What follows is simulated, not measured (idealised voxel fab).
Title: Process Module voxel double patterning
Section cut is 255 nm wide and gridded with 5 nm square cells.
Cross-section, as written here: a square-cell grid given band by band from the top down, where a band holds one or more rows of cells. Top height, bottom height, nm. Materials left to right, width each, nm. Single material + "all across" = fills band edge to edge. "air" = empty. Convention: height 0 is the level below which the wafer, as received, is all one material. The lowest band does not terminate at the bottom but continues downward, represented as "z 0 and below". Top row gets the first number, bottom row gets the second, and each row in between changes by the same step: that is how a band width like "30 to 40" works. Given "nothing was modified" for a step, no cell of the cross-section differs between before and after that step. You'll see "Cavities, closed" listing empty spaces that have no way open to the top, as long as they're 8 cells or more; the notation is width x height at distance, where the distance is from the left edge, and all of it is in nm. Step line, after settings: the simulator's comment on this step. What "overlay nm" on a step's line means: if the step has a mask, that mask lay this far to the right of its planned place, or, when the value is negative, to the left.
THE FOLLOWING LIST GIVES THE PLANNED PROCESS STEPS
1: RECEIVE with material Si
2: CONFORMAL_DEP with material SiO2, thk nm 5
3: DIRECTIONAL_DEP with material W, thk nm 15
4: DIRECTIONAL_DEP with material SiCN, thk nm 10
5: DIRECTIONAL_DEP with material aC, thk nm 15
6: PATTERN with tone open, mask id FIRST, material resist, width nm 15, pitch nm 50, thk nm 30, overlay nm 0
7: DIRECTIONAL_ETCH with etch materials aC, depth nm 15
8: STRIP with etch materials resist
9: DIRECTIONAL_ETCH with etch materials SiCN, depth nm 10
10: STRIP with etch materials aC
11: PATTERN with tone open, mask id SECOND, material resist, width nm 15, thk nm 20, overlay nm 0
12: DIRECTIONAL_ETCH with etch materials SiCN, depth nm 10
13: STRIP with etch materials resist
14: DIRECTIONAL_ETCH with etch materials W, depth nm 15
15: STRIP with etch materials SiCN
OF TWO WAFERS, THE FIRST: RUN ACCORDING TO PLAN
AS-RECEIVED STATE OF THE WAFER IN CROSS-SECTION, EQUIVALENT TO POST-STEP 1
	z 0 and below: Si all across
	Cavities, closed: none
STEP 2 DONE - WAFER CROSS-SECTION
	z 5 to 0: SiO2 all across
	Unchanged below 0.
STEP 3 DONE - WAFER CROSS-SECTION
	z 20 to 5: W all across
	Unchanged below 5.
STEP 4 DONE - WAFER CROSS-SECTION
	z 30 to 20: SiCN all across
	Unchanged below 20.
STEP 5 DONE - WAFER CROSS-SECTION
	z 45 to 30: aC all across
	Unchanged below 30.
STEP 6 DONE - WAFER CROSS-SECTION
	z 75 to 45: resist (95) | air (15) | resist (35) | air (15) | resist (95)
	Unchanged below 45.
STEP 7 DONE - WAFER CROSS-SECTION
	z 60 to 45: resist (95) | air (15) | resist (35) | air (15) | resist (95)
	z 45 to 30: aC (95) | air (15) | aC (35) | air (15) | aC (95)
	Unchanged below 30.
STEP 8 DONE - WAFER CROSS-SECTION
	z 45 to 30: aC (95) | air (15) | aC (35) | air (15) | aC (95)
	Unchanged below 30.
STEP 9 DONE - WAFER CROSS-SECTION
	z 45 to 30: aC (95) | air (15) | aC (35) | air (15) | aC (95)
	z 30 to 20: SiCN (95) | air (15) | SiCN (35) | air (15) | SiCN (95)
	Unchanged below 20.
STEP 10 DONE - WAFER CROSS-SECTION
	z 30 to 20: SiCN (95) | air (15) | SiCN (35) | air (15) | SiCN (95)
	Unchanged below 20.
STEP 11 DONE - WAFER CROSS-SECTION
	z 50 to 30: resist (120) | air (15) | resist (120)
	z 30 to 20: SiCN (95) | resist (15) | SiCN (35) | resist (15) | SiCN (95)
	Unchanged below 20.
STEP 12 DONE - WAFER CROSS-SECTION
	z 50 to 30: resist (120) | air (15) | resist (120)
	z 30 to 20: SiCN (95) | resist (15) | SiCN (10) | air (15) | SiCN (10) | resist (15) | SiCN (95)
	Unchanged below 20.
STEP 13 DONE - WAFER CROSS-SECTION
	z 30 to 20: SiCN (95) | air (15) | SiCN (10) | air (15) | SiCN (10) | air (15) | SiCN (95)
	Unchanged below 20.
STEP 14 DONE - WAFER CROSS-SECTION
	z 30 to 20: SiCN (95) | air (15) | SiCN (10) | air (15) | SiCN (10) | air (15) | SiCN (95)
	z 20 to 5: W (95) | air (15) | W (10) | air (15) | W (10) | air (15) | W (95)
	Unchanged below 5.
STEP 15 DONE - WAFER CROSS-SECTION
	z 20 to 5: W (95) | air (15) | W (10) | air (15) | W (10) | air (15) | W (95)
	Unchanged below 5.
OKAY, SECOND WAFER. NOTHING DIFFERENT AT THE START, NOTHING DIFFERENT IN THE PLAN, JUST ONE MISTAKE SOMEWHERE IN THE RUNNING. AS FAR AS STEP 5, COUNTING THAT STEP, IT'S THE FIRST WAFER ALL OVER AGAIN
SECOND WAFER AT THE PLANNED FINISH OF STEP 6, SEEN IN CROSS-SECTION
	z 75 to 45: resist (90) | air (15) | resist (35) | air (15) | resist (100)
	Unchanged below 45.
SECOND WAFER AT THE PLANNED FINISH OF STEP 7, SEEN IN CROSS-SECTION
	z 60 to 45: resist (90) | air (15) | resist (35) | air (15) | resist (100)
	z 45 to 30: aC (90) | air (15) | aC (35) | air (15) | aC (100)
	Unchanged below 30.
SECOND WAFER AT THE PLANNED FINISH OF STEP 8, SEEN IN CROSS-SECTION
	z 45 to 30: aC (90) | air (15) | aC (35) | air (15) | aC (100)
	Unchanged below 30.
SECOND WAFER AT THE PLANNED FINISH OF STEP 9, SEEN IN CROSS-SECTION
	z 45 to 30: aC (90) | air (15) | aC (35) | air (15) | aC (100)
	z 30 to 20: SiCN (90) | air (15) | SiCN (35) | air (15) | SiCN (100)
	Unchanged below 20.
SECOND WAFER AT THE PLANNED FINISH OF STEP 10, SEEN IN CROSS-SECTION
	z 30 to 20: SiCN (90) | air (15) | SiCN (35) | air (15) | SiCN (100)
	Unchanged below 20.
SECOND WAFER AT THE PLANNED FINISH OF STEP 11, SEEN IN CROSS-SECTION
	z 50 to 30: resist (120) | air (15) | resist (120)
	z 30 to 20: SiCN (90) | resist (15) | SiCN (35) | resist (15) | SiCN (100)
	Unchanged below 20.
SECOND WAFER AT THE PLANNED FINISH OF STEP 12, SEEN IN CROSS-SECTION
	z 50 to 30: resist (120) | air (15) | resist (120)
	z 30 to 20: SiCN (90) | resist (15) | SiCN (15) | air (15) | SiCN (5) | resist (15) | SiCN (100)
	Unchanged below 20.
SECOND WAFER AT THE PLANNED FINISH OF STEP 13, SEEN IN CROSS-SECTION
	z 30 to 20: SiCN (90) | air (15) | SiCN (15) | air (15) | SiCN (5) | air (15) | SiCN (100)
	Unchanged below 20.
SECOND WAFER AT THE PLANNED FINISH OF STEP 14, SEEN IN CROSS-SECTION
	z 30 to 20: SiCN (90) | air (15) | SiCN (15) | air (15) | SiCN (5) | air (15) | SiCN (100)
	z 20 to 5: W (90) | air (15) | W (15) | air (15) | W (5) | air (15) | W (100)
	Unchanged below 5.
SECOND WAFER AT THE PLANNED FINISH OF STEP 15, SEEN IN CROSS-SECTION
	z 20 to 5: W (90) | air (15) | W (15) | air (15) | W (5) | air (15) | W (100)
	Unchanged below 5.
Nonconformance to the process plan: rather than as planned, step 6 actually ran as PATTERN with tone open, mask id FIRST, material resist, width nm 15, pitch nm 50, thk nm 30, overlay nm -5
At the end, the second wafer has the same number of cells of each material as the first, but those cells sit in other places.
